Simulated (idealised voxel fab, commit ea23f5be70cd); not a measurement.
Title: Process Module voxel double patterning
Xsec cut, 230 nm wide, square cell size 5 nm.
Heads up, the way a cross-section reads in here is a grid of square cells, handed over as bands from the top down, with every band being one or more rows of cells. Top height, bottom height, nm. Materials left to right, width each, nm. Single material + "everywhere" = fills band edge to edge. "empty" = empty. A quick word on heights: they are counted from 0, and under that level the wafer as it came to us is one material throughout. The lowest band is different from the rest in having no bottom; it simply continues downward, written as in "0 and below". Read "30->40" as a graded width: first number on top, second number at the bottom, same change between each pair of neighbouring rows. For the purposes of this document, the phrase "nothing different" attached to a step denotes that no cell within the cross-section was modified by that step. The entry "Enclosed void entries" lists the empty spaces that cover at least 8 cells and have no open path to the top. Each is written as width x height at distance, where the distance is measured from the left edge and all three values are in nm. Note: text after step settings on the step line = simulator remark on that step. overlay nm: step with mask; distance mask lay right of planned place; negative value = left of planned place.

[Planned step list for the process]
| 1 | RECEIVE, material Si |
| 2 | CONFORMAL_DEP, material SiO2, thk nm 10 |
| 3 | DIRECTIONAL_DEP, material TiN, thk nm 15 |
| 4 | DIRECTIONAL_DEP, material SiCN, thk nm 5 |
| 5 | MASKED_ETCH, tone open, mask id FIRST, width nm 15, pitch nm 50, etch materials SiCN, depth nm 5, overlay nm 0 |
| 6 | PATTERN, tone open, mask id SECOND, material resist, width nm 15, pitch nm 50, thk nm 15, overlay nm 0 |
| 7 | DIRECTIONAL_ETCH, etch materials SiCN, depth nm 5 |
| 8 | STRIP, etch materials resist |
| 9 | DIRECTIONAL_ETCH, etch materials TiN, depth nm 15 |
| 10 | STRIP, etch materials SiCN |

[Received-state cross-section, reflecting completion of step 1]
> 0 and below = Si everywhere
> Enclosed void entries: none

[Final wafer profile in cross-section after the module, from the same start and plan as above, with one mistake made during processing]
> 15 down to 0 = TiN=55, empty=15, TiN=10, empty=15, TiN=10, empty=15, TiN=10, empty=15, TiN=10, empty=15, TiN=60
> 0 and below = Si everywhere
> Enclosed void entries: none
The mistake made against the process plan was this: the plan's step 2 went unexecuted, having been skipped
